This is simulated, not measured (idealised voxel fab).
The process module that follows is named voxel wiring stack.
Square cell edge 5 nm, section width 280 nm, ID cut.
We lay out every cross-section as a grid of square cells and spell it out in bands from the top down, where one band means one or more rows of cells. Each band's line starts with the height of the band's top and of its bottom, in nm. Then come its materials from left to right, each with its width in nm. One material with "full width" fills the band from edge to edge. "blank" is empty space. For the purposes of this specification, 0 denotes the height below which the wafer in its as-received condition is composed wholly of one material, and the lowermost band, lacking a lower limit, extends downward without end, as expressed in "from 0 down". Width: "30 to 40" (first number = top row, second number = bottom row, same change from row to row of cells). Take "no modification" at face value: in the step it is given for, the cross-section changed in none of its cells. If an empty space has no open way to the top and is at least 8 cells in size, "Closed-off voids" lists it, written width x height at distance, where distance is measured from the left edge and every value is in nm. Where a step's line continues beyond its settings, the continuation is a remark by the simulator itself on that step. The "overlay nm" setting may appear on a step's line; for a step that uses a mask, it gives how far to the right of its planned position the mask lay, and a negative value indicates the left. How should the pairs below be read? Each gives the cross-section before one process step and the cross-section after it, the latter drawn only to the lowest band that changed; the step that lies between them, with its settings, appears under the pair. Does a pair pick up where the pair above left off? Only where its entry headed "Ahead of processing" says so, since pairs can come from different runs of this module on the same starting wafer.

Ahead of processing
> from 90 to 75 | 65 of aC | 25 of blank | 15 of aC | 25 of blank | 15 of aC | 25 of blank | 15 of aC | 25 of blank | 70 of aC
> from 75 to 60 | 65 of SiO2 | 25 of blank | 15 of SiO2 | 25 of blank | 15 of SiO2 | 25 of blank | 15 of SiO2 | 25 of blank | 70 of SiO2
> from 60 to 45 | 65 of SiO2 | 20 of blank | 20 of SiO2 | 20 of blank | 20 of SiO2 | 20 of blank | 20 of SiO2 | 20 of blank | 75 of SiO2
> from 45 to 40 | 65 of SiCN | 20 of blank | 20 of SiCN | 20 of blank | 20 of SiCN | 20 of blank | 20 of SiCN | 20 of blank | 75 of SiCN
> from 40 to 15 | 65 of lowk | 5 of TiN | 15 of W | 5 of TiN | 15 of lowk | 5 of TiN | 15 of W | 5 of TiN | 15 of lowk | 5 of TiN | 15 of W | 5 of TiN | 15 of lowk | 5 of TiN | 15 of W | 5 of TiN | 70 of lowk
> from 15 to 10 | 65 of SiN | 25 of TiN | 15 of SiN | 25 of TiN | 15 of SiN | 25 of TiN | 15 of SiN | 25 of TiN | 70 of SiN
> from 10 to 0 | SiO2 full width
> from 0 down | Si full width
> Closed-off voids: none

Cross-Section Thereafter
> from 75 to 60 | 65 of SiO2 | 25 of blank | 15 of SiO2 | 25 of blank | 15 of SiO2 | 25 of blank | 15 of SiO2 | 25 of blank | 70 of SiO2
> Whatever lies below 60 is exactly as it was before.
> Closed-off voids: none
The before and after cross-sections above differ by one step: STRIP, etch materials aC

Ahead of processing: identical to the post-step cross-section of the immediately preceding pair.

Cross-Section Thereafter
> from 80 to 75 | 70 of TiN | 15 of blank | 25 of TiN | 15 of blank | 25 of TiN | 15 of blank | 25 of TiN | 15 of blank | 75 of TiN
> from 75 to 65 | 65 of SiO2 | 5 of TiN | 15 of blank | 5 of TiN | 15 of SiO2 | 5 of TiN | 15 of blank | 5 of TiN | 15 of SiO2 | 5 of TiN | 15 of blank | 5 of TiN | 15 of SiO2 | 5 of TiN | 15 of blank | 5 of TiN | 70 of SiO2
> from 65 to 60 | 65 of SiO2 | 5 of TiN | 10 of blank | 10 of TiN | 15 of SiO2 | 5 of TiN | 10 of blank | 10 of TiN | 15 of SiO2 | 5 of TiN | 10 of blank | 10 of TiN | 15 of SiO2 | 5 of TiN | 10 of blank | 10 of TiN | 70 of SiO2
> from 60 to 45 | 65 of SiO2 | 5 of TiN | 10 of blank | 5 of TiN | 20 of SiO2 | 5 of TiN | 10 of blank | 5 of TiN | 20 of SiO2 | 5 of TiN | 10 of blank | 5 of TiN | 20 of SiO2 | 5 of TiN | 10 of blank | 5 of TiN | 75 of SiO2
> from 45 to 40 | 65 of SiCN | 20 of TiN | 20 of SiCN | 20 of TiN | 20 of SiCN | 20 of TiN | 20 of SiCN | 20 of TiN | 75 of SiCN
> Whatever lies below 40 is exactly as it was before.
> Closed-off voids: none
The before and after cross-sections above differ by one step: CONFORMAL_DEP, material TiN, thk nm 5

Ahead of processing: identical to the post-step cross-section of the immediately preceding pair.

Cross-Section Thereafter
> from 90 to 80 | Cu full width
> from 80 to 75 | 70 of TiN | 15 of Cu | 25 of TiN | 15 of Cu | 25 of TiN | 15 of Cu | 25 of TiN | 15 of Cu | 75 of TiN
> from 75 to 65 | 65 of SiO2 | 5 of TiN | 15 of Cu | 5 of TiN | 15 of SiO2 | 5 of TiN | 15 of Cu | 5 of TiN | 15 of SiO2 | 5 of TiN | 15 of Cu | 5 of TiN | 15 of SiO2 | 5 of TiN | 15 of Cu | 5 of TiN | 70 of SiO2
> from 65 to 60 | 65 of SiO2 | 5 of TiN | 10 of Cu | 10 of TiN | 15 of SiO2 | 5 of TiN | 10 of Cu | 10 of TiN | 15 of SiO2 | 5 of TiN | 10 of Cu | 10 of TiN | 15 of SiO2 | 5 of TiN | 10 of Cu | 10 of TiN | 70 of SiO2
> from 60 to 45 | 65 of SiO2 | 5 of TiN | 10 of Cu | 5 of TiN | 20 of SiO2 | 5 of TiN | 10 of Cu | 5 of TiN | 20 of SiO2 | 5 of TiN | 10 of Cu | 5 of TiN | 20 of SiO2 | 5 of TiN | 10 of Cu | 5 of TiN | 75 of SiO2
> Whatever lies below 45 is exactly as it was before.
> Closed-off voids: none
The before and after cross-sections above differ by one step: FILL_DEP, material Cu, thk nm 10

Ahead of processing: identical to the post-step cross-section of the immediately preceding pair.

Cross-Section Thereafter
> from 75 to 65 | 65 of SiO2 | 5 of TiN | 15 of Cu | 5 of TiN | 15 of SiO2 | 5 of TiN | 15 of Cu | 5 of TiN | 15 of SiO2 | 5 of TiN | 15 of Cu | 5 of TiN | 15 of SiO2 | 5 of TiN | 15 of Cu | 5 of TiN | 70 of SiO2
> Whatever lies below 65 is exactly as it was before.
> Closed-off voids: none
The before and after cross-sections above differ by one step: CMP, height nm 75

Ahead of processing: identical to the post-step cross-section of the immediately preceding pair.

Cross-Section Thereafter
> from 80 to 75 | SiCN full width
> Whatever lies below 75 is exactly as it was before.
> Closed-off voids: none
The before and after cross-sections above differ by one step: CONFORMAL_DEP, material SiCN, thk nm 5

Ahead of processing: identical to the post-step cross-section of the immediately preceding pair.

Cross-Section Thereafter
> from 105 to 80 | lowk full width
> Whatever lies below 80 is exactly as it was before.
> Closed-off voids: none
The before and after cross-sections above differ by one step: DIRECTIONAL_DEP, material lowk, thk nm 25

Ahead of processing: identical to the post-step cross-section of the immediately preceding pair.

Cross-Section Thereafter
> from 125 to 105 | 65 of resist | 15 of blank | 25 of resist | 15 of blank | 25 of resist | 15 of blank | 25 of resist | 15 of blank | 80 of resist
> Whatever lies below 105 is exactly as it was before.
> Closed-off voids: none
The before and after cross-sections above differ by one step: PATTERN, tone open, mask id METAL_3_HOLES, material resist, width nm 15, pitch nm 40, thk nm 20, overlay nm 0

Ahead of processing: identical to the post-step cross-section of the immediately preceding pair.

Cross-Section Thereafter
> from 125 to 105 | 65 of resist | 15 of blank | 25 of resist | 15 of blank | 25 of resist | 15 of blank | 25 of resist | 15 of blank | 80 of resist
> from 105 to 80 | 65 of lowk | 15 of blank | 25 of lowk | 15 of blank | 25 of lowk | 15 of blank | 25 of lowk | 15 of blank | 80 of lowk
> Whatever lies below 80 is exactly as it was before.
> Closed-off voids: none
The before and after cross-sections above differ by one step: DIRECTIONAL_ETCH, etch materials lowk, depth nm 25

Ahead of processing: identical to the post-step cross-section of the immediately preceding pair.

Cross-Section Thereafter
> from 105 to 80 | 65 of lowk | 15 of blank | 25 of lowk | 15 of blank | 25 of lowk | 15 of blank | 25 of lowk | 15 of blank | 80 of lowk
> Whatever lies below 80 is exactly as it was before.
> Closed-off voids: none
The before and after cross-sections above differ by one step: STRIP, etch materials resist

Ahead of processing: identical to the post-step cross-section of the immediately preceding pair.

Cross-Section Thereafter
> from 115 to 105 | 65 of aC | 15 of blank | 25 of aC | 15 of blank | 25 of aC | 15 of blank | 25 of aC | 15 of blank | 80 of aC
> from 105 to 90 | 65 of lowk | 15 of blank | 25 of lowk | 15 of blank | 25 of lowk | 15 of blank | 25 of lowk | 15 of blank | 80 of lowk
> from 90 to 80 | 65 of lowk | 15 of aC | 25 of lowk | 15 of aC | 25 of lowk | 15 of aC | 25 of lowk | 15 of aC | 80 of lowk
> Whatever lies below 80 is exactly as it was before.
> Closed-off voids: none
The before and after cross-sections above differ by one step: DIRECTIONAL_DEP, material aC, thk nm 10

Ahead of processing: identical to the post-step cross-section of the immediately preceding pair.

Cross-Section Thereafter
> from 145 to 115 | 65 of resist | 25 of blank | 15 of resist | 25 of blank | 15 of resist | 25 of blank | 15 of resist | 25 of blank | 70 of resist
> Whatever lies below 115 is exactly as it was before.
> Closed-off voids: none
The before and after cross-sections above differ by one step: PATTERN, tone open, mask id METAL_3, material resist, width nm 25, pitch nm 40, thk nm 30, overlay nm 0

Ahead of processing: identical to the post-step cross-section of the immediately preceding pair.

Cross-Section Thereafter
> from 135 to 115 | 65 of resist | 25 of blank | 15 of resist | 25 of blank | 15 of resist | 25 of blank | 15 of resist | 25 of blank | 70 of resist
> from 115 to 105 | 65 of aC | 25 of blank | 15 of aC | 25 of blank | 15 of aC | 25 of blank | 15 of aC | 25 of blank | 70 of aC
> from 105 to 80 | 65 of lowk | 15 of blank | 25 of lowk | 15 of blank | 25 of lowk | 15 of blank | 25 of lowk | 15 of blank | 80 of lowk
> Whatever lies below 80 is exactly as it was before.
> Closed-off voids: none
The before and after cross-sections above differ by one step: DIRECTIONAL_ETCH, etch materials aC, depth nm 10

Ahead of processing: identical to the post-step cross-section of the immediately preceding pair.

Cross-Section Thereafter
> from 115 to 105 | 65 of aC | 25 of blank | 15 of aC | 25 of blank | 15 of aC | 25 of blank | 15 of aC | 25 of blank | 70 of aC
> Whatever lies below 105 is exactly as it was before.
> Closed-off voids: none
The before and after cross-sections above differ by one step: STRIP, etch materials resist

Ahead of processing: identical to the post-step cross-section of the immediately preceding pair.

Cross-Section Thereafter
> from 115 to 105 | 65 of aC | 25 of blank | 15 of aC | 25 of blank | 15 of aC | 25 of blank | 15 of aC | 25 of blank | 70 of aC
> from 105 to 90 | 65 of lowk | 25 of blank | 15 of lowk | 25 of blank | 15 of lowk | 25 of blank | 15 of lowk | 25 of blank | 70 of lowk
> Whatever lies below 90 is exactly as it was before.
> Closed-off voids: none
The before and after cross-sections above differ by one step: DIRECTIONAL_ETCH, etch materials lowk, depth nm 15

Ahead of processing: identical to the post-step cross-section of the immediately preceding pair.

Cross-Section Thereafter
> from 115 to 105 | 65 of aC | 25 of blank | 15 of aC | 25 of blank | 15 of aC | 25 of blank | 15 of aC | 25 of blank | 70 of aC
> from 105 to 90 | 65 of lowk | 25 of blank | 15 of lowk | 25 of blank | 15 of lowk | 25 of blank | 15 of lowk | 25 of blank | 70 of lowk
> from 90 to 80 | 65 of lowk | 15 of blank | 25 of lowk | 15 of blank | 25 of lowk | 15 of blank | 25 of lowk | 15 of blank | 80 of lowk
> from 80 to 75 | 65 of SiCN | 15 of blank | 25 of SiCN | 15 of blank | 25 of SiCN | 15 of blank | 25 of SiCN | 15 of blank | 80 of SiCN
> Whatever lies below 75 is exactly as it was before.
> Closed-off voids: none
The before and after cross-sections above differ by one step: DIRECTIONAL_ETCH, etch materials SiCN, depth nm 5

Ahead of processing: identical to the post-step cross-section of the immediately preceding pair.

Cross-Section Thereafter
> from 105 to 90 | 65 of lowk | 25 of blank | 15 of lowk | 25 of blank | 15 of lowk | 25 of blank | 15 of lowk | 25 of blank | 70 of lowk
> Whatever lies below 90 is exactly as it was before.
> Closed-off voids: none
The before and after cross-sections above differ by one step: STRIP, etch materials aC

Ahead of processing: identical to the post-step cross-section of the immediately preceding pair.

Cross-Section Thereafter
> from 110 to 105 | 70 of TiN | 15 of blank | 25 of TiN | 15 of blank | 25 of TiN | 15 of blank | 25 of TiN | 15 of blank | 75 of TiN
> from 105 to 95 | 65 of lowk | 5 of TiN | 15 of blank | 5 of TiN | 15 of lowk | 5 of TiN | 15 of blank | 5 of TiN | 15 of lowk | 5 of TiN | 15 of blank | 5 of TiN | 15 of lowk | 5 of TiN | 15 of blank | 5 of TiN | 70 of lowk
> from 95 to 90 | 65 of lowk | 5 of TiN | 5 of blank | 15 of TiN | 15 of lowk | 5 of TiN | 5 of blank | 15 of TiN | 15 of lowk | 5 of TiN | 5 of blank | 15 of TiN | 15 of lowk | 5 of TiN | 5 of blank | 15 of TiN | 70 of lowk
> from 90 to 80 | 65 of lowk | 5 of TiN | 5 of blank | 5 of TiN | 25 of lowk | 5 of TiN | 5 of blank | 5 of TiN | 25 of lowk | 5 of TiN | 5 of blank | 5 of TiN | 25 of lowk | 5 of TiN | 5 of blank | 5 of TiN | 80 of lowk
> from 80 to 75 | 65 of SiCN | 15 of TiN | 25 of SiCN | 15 of TiN | 25 of SiCN | 15 of TiN | 25 of SiCN | 15 of TiN | 80 of SiCN
> Whatever lies below 75 is exactly as it was before.
> Closed-off voids: none
The before and after cross-sections above differ by one step: CONFORMAL_DEP, material TiN, thk nm 5

Ahead of processing: identical to the post-step cross-section of the immediately preceding pair.

Cross-Section Thereafter
> from 120 to 110 | Cu full width
> from 110 to 105 | 70 of TiN | 15 of Cu | 25 of TiN | 15 of Cu | 25 of TiN | 15 of Cu | 25 of TiN | 15 of Cu | 75 of TiN
> from 105 to 95 | 65 of lowk | 5 of TiN | 15 of Cu | 5 of TiN | 15 of lowk | 5 of TiN | 15 of Cu | 5 of TiN | 15 of lowk | 5 of TiN | 15 of Cu | 5 of TiN | 15 of lowk | 5 of TiN | 15 of Cu | 5 of TiN | 70 of lowk
> from 95 to 90 | 65 of lowk | 5 of TiN | 5 of Cu | 15 of TiN | 15 of lowk | 5 of TiN | 5 of Cu | 15 of TiN | 15 of lowk | 5 of TiN | 5 of Cu | 15 of TiN | 15 of lowk | 5 of TiN | 5 of Cu | 15 of TiN | 70 of lowk
> from 90 to 80 | 65 of lowk | 5 of TiN | 5 of Cu | 5 of TiN | 25 of lowk | 5 of TiN | 5 of Cu | 5 of TiN | 25 of lowk | 5 of TiN | 5 of Cu | 5 of TiN | 25 of lowk | 5 of TiN | 5 of Cu | 5 of TiN | 80 of lowk
> Whatever lies below 80 is exactly as it was before.
> Closed-off voids: none
The before and after cross-sections above differ by one step: FILL_DEP, material Cu, thk nm 10

Ahead of processing: identical to the post-step cross-section of the immediately preceding pair.

Cross-Section Thereafter
> from 105 to 95 | 65 of lowk | 5 of TiN | 15 of Cu | 5 of TiN | 15 of lowk | 5 of TiN | 15 of Cu | 5 of TiN | 15 of lowk | 5 of TiN | 15 of Cu | 5 of TiN | 15 of lowk | 5 of TiN | 15 of Cu | 5 of TiN | 70 of lowk
> Whatever lies below 95 is exactly as it was before.
> Closed-off voids: none
The before and after cross-sections above differ by one step: CMP, height nm 105

Ahead of processing: identical to the post-step cross-section of the immediately preceding pair.

Cross-Section Thereafter
> from 110 to 105 | SiCN full width
> Whatever lies below 105 is exactly as it was before.
> Closed-off voids: none
The before and after cross-sections above differ by one step: CONFORMAL_DEP, material SiCN, thk nm 5

Ahead of processing
> from 105 to 80 | lowk full width
> from 80 to 75 | SiCN full width
> from 75 to 65 | 65 of SiO2 | 5 of TiN | 15 of Cu | 5 of TiN | 15 of SiO2 | 5 of TiN | 15 of Cu | 5 of TiN | 15 of SiO2 | 5 of TiN | 15 of Cu | 5 of TiN | 15 of SiO2 | 5 of TiN | 15 of Cu | 5 of TiN | 70 of SiO2
> from 65 to 60 | 65 of SiO2 | 5 of TiN | 5 of Cu | 15 of TiN | 15 of SiO2 | 5 of TiN | 5 of Cu | 15 of TiN | 15 of SiO2 | 5 of TiN | 5 of Cu | 15 of TiN | 15 of SiO2 | 5 of TiN | 5 of Cu | 15 of TiN | 70 of SiO2
> from 60 to 45 | 65 of SiO2 | 5 of TiN | 5 of Cu | 5 of TiN | 25 of SiO2 | 5 of TiN | 5 of Cu | 5 of TiN | 25 of SiO2 | 5 of TiN | 5 of Cu | 5 of TiN | 25 of SiO2 | 5 of TiN | 5 of Cu | 5 of TiN | 80 of SiO2
> from 45 to 40 | 65 of SiCN | 15 of TiN | 25 of SiCN | 15 of TiN | 25 of SiCN | 15 of TiN | 25 of SiCN | 15 of TiN | 80 of SiCN
> from 40 to 15 | 65 of lowk | 5 of TiN | 15 of W | 5 of TiN | 15 of lowk | 5 of TiN | 15 of W | 5 of TiN | 15 of lowk | 5 of TiN | 15 of W | 5 of TiN | 15 of lowk | 5 of TiN | 15 of W | 5 of TiN | 70 of lowk
> from 15 to 10 | 65 of SiN | 25 of TiN | 15 of SiN | 25 of TiN | 15 of SiN | 25 of TiN | 15 of SiN | 25 of TiN | 70 of SiN
> from 10 to 0 | SiO2 full width
> from 0 down | Si full width
> Closed-off voids: none

Cross-Section Thereafter
> from 125 to 105 | 55 of resist | 15 of blank | 25 of resist | 15 of blank | 25 of resist | 15 of blank | 25 of resist | 15 of blank | 90 of resist
> Whatever lies below 105 is exactly as it was before.
> Closed-off voids: none
The before and after cross-sections above differ by one step: PATTERN, tone open, mask id METAL_3_HOLES, material resist, width nm 15, pitch nm 40, thk nm 20, overlay nm -10

Ahead of processing: identical to the post-step cross-section of the immediately preceding pair.

Cross-Section Thereafter
> from 125 to 105 | 55 of resist | 15 of blank | 25 of resist | 15 of blank | 25 of resist | 15 of blank | 25 of resist | 15 of blank | 90 of resist
> from 105 to 80 | 55 of lowk | 15 of blank | 25 of lowk | 15 of blank | 25 of lowk | 15 of blank | 25 of lowk | 15 of blank | 90 of lowk
> Whatever lies below 80 is exactly as it was before.
> Closed-off voids: none
The before and after cross-sections above differ by one step: DIRECTIONAL_ETCH, etch materials lowk, depth nm 25

Ahead of processing: identical to the post-step cross-section of the immediately preceding pair.

Cross-Section Thereafter
> from 105 to 80 | 55 of lowk | 15 of blank | 25 of lowk | 15 of blank | 25 of lowk | 15 of blank | 25 of lowk | 15 of blank | 90 of lowk
> Whatever lies below 80 is exactly as it was before.
> Closed-off voids: none
The before and after cross-sections above differ by one step: STRIP, etch materials resist

Ahead of processing: identical to the post-step cross-section of the immediately preceding pair.

Cross-Section Thereafter
> from 115 to 105 | 55 of aC | 15 of blank | 25 of aC | 15 of blank | 25 of aC | 15 of blank | 25 of aC | 15 of blank | 90 of aC
> from 105 to 90 | 55 of lowk | 15 of blank | 25 of lowk | 15 of blank | 25 of lowk | 15 of blank | 25 of lowk | 15 of blank | 90 of lowk
> from 90 to 80 | 55 of lowk | 15 of aC | 25 of lowk | 15 of aC | 25 of lowk | 15 of aC | 25 of lowk | 15 of aC | 90 of lowk
> Whatever lies below 80 is exactly as it was before.
> Closed-off voids: none
The before and after cross-sections above differ by one step: DIRECTIONAL_DEP, material aC, thk nm 10

Ahead of processing: identical to the post-step cross-section of the immediately preceding pair.

Cross-Section Thereafter
> from 145 to 115 | 65 of resist | 25 of blank | 15 of resist | 25 of blank | 15 of resist | 25 of blank | 15 of resist | 25 of blank | 70 of resist
> from 115 to 105 | 55 of aC | 10 of resist | 5 of blank | 25 of aC | 10 of resist | 5 of blank | 25 of aC | 10 of resist | 5 of blank | 25 of aC | 10 of resist | 5 of blank | 90 of aC
> from 105 to 90 | 55 of lowk | 10 of resist | 5 of blank | 25 of lowk | 10 of resist | 5 of blank | 25 of lowk | 10 of resist | 5 of blank | 25 of lowk | 10 of resist | 5 of blank | 90 of lowk
> Whatever lies below 90 is exactly as it was before.
> Closed-off voids: none
The before and after cross-sections above differ by one step: PATTERN, tone open, mask id METAL_3, material resist, width nm 25, pitch nm 40, thk nm 30, overlay nm 0

Ahead of processing: identical to the post-step cross-section of the immediately preceding pair.

Cross-Section Thereafter
> from 135 to 115 | 65 of resist | 25 of blank | 15 of resist | 25 of blank | 15 of resist | 25 of blank | 15 of resist | 25 of blank | 70 of resist
> from 115 to 105 | 55 of aC | 10 of resist | 25 of blank | 5 of aC | 10 of resist | 25 of blank | 5 of aC | 10 of resist | 25 of blank | 5 of aC | 10 of resist | 25 of blank | 70 of aC
> from 105 to 90 | 55 of lowk | 10 of resist | 5 of blank | 25 of lowk | 10 of resist | 5 of blank | 25 of lowk | 10 of resist | 5 of blank | 25 of lowk | 10 of resist | 5 of blank | 90 of lowk
> from 90 to 80 | 55 of lowk | 10 of aC | 5 of blank | 25 of lowk | 10 of aC | 5 of blank | 25 of lowk | 10 of aC | 5 of blank | 25 of lowk | 10 of aC | 5 of blank | 90 of lowk
> Whatever lies below 80 is exactly as it was before.
> Closed-off voids: none
The before and after cross-sections above differ by one step: DIRECTIONAL_ETCH, etch materials aC, depth nm 10

Ahead of processing: identical to the post-step cross-section of the immediately preceding pair.

Cross-Section Thereafter
> from 115 to 105 | 55 of aC | 35 of blank | 5 of aC | 35 of blank | 5 of aC | 35 of blank | 5 of aC | 35 of blank | 70 of aC
> from 105 to 90 | 55 of lowk | 15 of blank | 25 of lowk | 15 of blank | 25 of lowk | 15 of blank | 25 of lowk | 15 of blank | 90 of lowk
> Whatever lies below 90 is exactly as it was before.
> Closed-off voids: none
The before and after cross-sections above differ by one step: STRIP, etch materials resist

Ahead of processing: identical to the post-step cross-section of the immediately preceding pair.

Cross-Section Thereafter
> from 115 to 105 | 55 of aC | 35 of blank | 5 of aC | 35 of blank | 5 of aC | 35 of blank | 5 of aC | 35 of blank | 70 of aC
> from 105 to 90 | 55 of lowk | 35 of blank | 5 of lowk | 35 of blank | 5 of lowk | 35 of blank | 5 of lowk | 35 of blank | 70 of lowk
> Whatever lies below 90 is exactly as it was before.
> Closed-off voids: none
The before and after cross-sections above differ by one step: DIRECTIONAL_ETCH, etch materials lowk, depth nm 15

Ahead of processing: identical to the post-step cross-section of the immediately preceding pair.

Cross-Section Thereafter
> from 115 to 105 | 55 of aC | 35 of blank | 5 of aC | 35 of blank | 5 of aC | 35 of blank | 5 of aC | 35 of blank | 70 of aC
> from 105 to 90 | 55 of lowk | 35 of blank | 5 of lowk | 35 of blank | 5 of lowk | 35 of blank | 5 of lowk | 35 of blank | 70 of lowk
> from 90 to 80 | 55 of lowk | 10 of aC | 5 of blank | 25 of lowk | 10 of aC | 5 of blank | 25 of lowk | 10 of aC | 5 of blank | 25 of lowk | 10 of aC | 5 of blank | 90 of lowk
> from 80 to 75 | 65 of SiCN | 5 of blank | 35 of SiCN | 5 of blank | 35 of SiCN | 5 of blank | 35 of SiCN | 5 of blank | 90 of SiCN
> Whatever lies below 75 is exactly as it was before.
> Closed-off voids: none
The before and after cross-sections above differ by one step: DIRECTIONAL_ETCH, etch materials SiCN, depth nm 5

Ahead of processing: identical to the post-step cross-section of the immediately preceding pair.

Cross-Section Thereafter
> from 105 to 90 | 55 of lowk | 35 of blank | 5 of lowk | 35 of blank | 5 of lowk | 35 of blank | 5 of lowk | 35 of blank | 70 of lowk
> from 90 to 80 | 55 of lowk | 15 of blank | 25 of lowk | 15 of blank | 25 of lowk | 15 of blank | 25 of lowk | 15 of blank | 90 of lowk
> Whatever lies below 80 is exactly as it was before.
> Closed-off voids: none
The before and after cross-sections above differ by one step: STRIP, etch materials aC

Ahead of processing: identical to the post-step cross-section of the immediately preceding pair.

Cross-Section Thereafter
> from 110 to 105 | 60 of TiN | 25 of blank | 15 of TiN | 25 of blank | 15 of TiN | 25 of blank | 15 of TiN | 25 of blank | 75 of TiN
> from 105 to 95 | 55 of lowk | 5 of TiN | 25 of blank | 5 of TiN | 5 of lowk | 5 of TiN | 25 of blank | 5 of TiN | 5 of lowk | 5 of TiN | 25 of blank | 5 of TiN | 5 of lowk | 5 of TiN | 25 of blank | 5 of TiN | 70 of lowk
> from 95 to 85 | 55 of lowk | 5 of TiN | 5 of blank | 25 to 5 of TiN | 5 to 25 of lowk | 5 of TiN | 5 of blank | 25 to 5 of TiN | 5 to 25 of lowk | 5 of TiN | 5 of blank | 25 to 5 of TiN | 5 to 25 of lowk | 5 of TiN | 5 of blank | 25 to 5 of TiN | 70 to 90 of lowk
> from 85 to 80 | 55 of lowk | 15 of TiN | 25 of lowk | 15 of TiN | 25 of lowk | 15 of TiN | 25 of lowk | 15 of TiN | 90 of lowk
> from 80 to 75 | 65 of SiCN | 5 of TiN | 35 of SiCN | 5 of TiN | 35 of SiCN | 5 of TiN | 35 of SiCN | 5 of TiN | 90 of SiCN
> Whatever lies below 75 is exactly as it was before.
> Closed-off voids: none
The before and after cross-sections above differ by one step: CONFORMAL_DEP, material TiN, thk nm 5

Ahead of processing: identical to the post-step cross-section of the immediately preceding pair.

Cross-Section Thereafter
> from 120 to 110 | Cu full width
> from 110 to 105 | 60 of TiN | 25 of Cu | 15 of TiN | 25 of Cu | 15 of TiN | 25 of Cu | 15 of TiN | 25 of Cu | 75 of TiN
> from 105 to 95 | 55 of lowk | 5 of TiN | 25 of Cu | 5 of TiN | 5 of lowk | 5 of TiN | 25 of Cu | 5 of TiN | 5 of lowk | 5 of TiN | 25 of Cu | 5 of TiN | 5 of lowk | 5 of TiN | 25 of Cu | 5 of TiN | 70 of lowk
> from 95 to 85 | 55 of lowk | 5 of TiN | 5 of Cu | 25 to 5 of TiN | 5 to 25 of lowk | 5 of TiN | 5 of Cu | 25 to 5 of TiN | 5 to 25 of lowk | 5 of TiN | 5 of Cu | 25 to 5 of TiN | 5 to 25 of lowk | 5 of TiN | 5 of Cu | 25 to 5 of TiN | 70 to 90 of lowk
> Whatever lies below 85 is exactly as it was before.
> Closed-off voids: none
The before and after cross-sections above differ by one step: FILL_DEP, material Cu, thk nm 10

Ahead of processing: identical to the post-step cross-section of the immediately preceding pair.

Cross-Section Thereafter
> from 105 to 95 | 55 of lowk | 5 of TiN | 25 of Cu | 5 of TiN | 5 of lowk | 5 of TiN | 25 of Cu | 5 of TiN | 5 of lowk | 5 of TiN | 25 of Cu | 5 of TiN | 5 of lowk | 5 of TiN | 25 of Cu | 5 of TiN | 70 of lowk
> Whatever lies below 95 is exactly as it was before.
> Closed-off voids: none
The before and after cross-sections above differ by one step: CMP, height nm 105

Ahead of processing: identical to the post-step cross-section of the immediately preceding pair.

Cross-Section Thereafter
> from 110 to 105 | SiCN full width
> Whatever lies below 105 is exactly as it was before.
> Closed-off voids: none
The before and after cross-sections above differ by one step: CONFORMAL_DEP, material SiCN, thk nm 5

Ahead of processing
> from 105 to 90 | 65 of lowk | 25 of blank | 15 of lowk | 25 of blank | 15 of lowk | 25 of blank | 15 of lowk | 25 of blank | 70 of lowk
> from 90 to 80 | 65 of lowk | 15 of blank | 25 of lowk | 15 of blank | 25 of lowk | 15 of blank | 25 of lowk | 15 of blank | 80 of lowk
> from 80 to 75 | 65 of SiCN | 15 of blank | 25 of SiCN | 15 of blank | 25 of SiCN | 15 of blank | 25 of SiCN | 15 of blank | 80 of SiCN
> from 75 to 65 | 65 of SiO2 | 5 of TiN | 15 of Cu | 5 of TiN | 15 of SiO2 | 5 of TiN | 15 of Cu | 5 of TiN | 15 of SiO2 | 5 of TiN | 15 of Cu | 5 of TiN | 15 of SiO2 | 5 of TiN | 15 of Cu | 5 of TiN | 70 of SiO2
> from 65 to 60 | 65 of SiO2 | 5 of TiN | 5 of Cu | 15 of TiN | 15 of SiO2 | 5 of TiN | 5 of Cu | 15 of TiN | 15 of SiO2 | 5 of TiN | 5 of Cu | 15 of TiN | 15 of SiO2 | 5 of TiN | 5 of Cu | 15 of TiN | 70 of SiO2
> from 60 to 45 | 65 of SiO2 | 5 of TiN | 5 of Cu | 5 of TiN | 25 of SiO2 | 5 of TiN | 5 of Cu | 5 of TiN | 25 of SiO2 | 5 of TiN | 5 of Cu | 5 of TiN | 25 of SiO2 | 5 of TiN | 5 of Cu | 5 of TiN | 80 of SiO2
> from 45 to 40 | 65 of SiCN | 15 of TiN | 25 of SiCN | 15 of TiN | 25 of SiCN | 15 of TiN | 25 of SiCN | 15 of TiN | 80 of SiCN
> from 40 to 15 | 65 of lowk | 5 of TiN | 15 of W | 5 of TiN | 15 of lowk | 5 of TiN | 15 of W | 5 of TiN | 15 of lowk | 5 of TiN | 15 of W | 5 of TiN | 15 of lowk | 5 of TiN | 15 of W | 5 of TiN | 70 of lowk
> from 15 to 10 | 65 of SiN | 25 of TiN | 15 of SiN | 25 of TiN | 15 of SiN | 25 of TiN | 15 of SiN | 25 of TiN | 70 of SiN
> from 10 to 0 | SiO2 full width
> from 0 down | Si full width
> Closed-off voids: none

Cross-Section Thereafter
> from 110 to 105 | 70 of SiCN | 15 of blank | 25 of SiCN | 15 of blank | 25 of SiCN | 15 of blank | 25 of SiCN | 15 of blank | 75 of SiCN
> from 105 to 95 | 65 of lowk | 5 of SiCN | 15 of blank | 5 of SiCN | 15 of lowk | 5 of SiCN | 15 of blank | 5 of SiCN | 15 of lowk | 5 of SiCN | 15 of blank | 5 of SiCN | 15 of lowk | 5 of SiCN | 15 of blank | 5 of SiCN | 70 of lowk
> from 95 to 90 | 65 of lowk | 5 of SiCN | 5 of blank | 15 of SiCN | 15 of lowk | 5 of SiCN | 5 of blank | 15 of SiCN | 15 of lowk | 5 of SiCN | 5 of blank | 15 of SiCN | 15 of lowk | 5 of SiCN | 5 of blank | 15 of SiCN | 70 of lowk
> from 90 to 80 | 65 of lowk | 5 of SiCN | 5 of blank | 5 of SiCN | 25 of lowk | 5 of SiCN | 5 of blank | 5 of SiCN | 25 of lowk | 5 of SiCN | 5 of blank | 5 of SiCN | 25 of lowk | 5 of SiCN | 5 of blank | 5 of SiCN | 80 of lowk
> from 80 to 75 | SiCN full width
> Whatever lies below 75 is exactly as it was before.
> Closed-off voids: none
The before and after cross-sections above differ by one step: CONFORMAL_DEP, material SiCN, thk nm 5
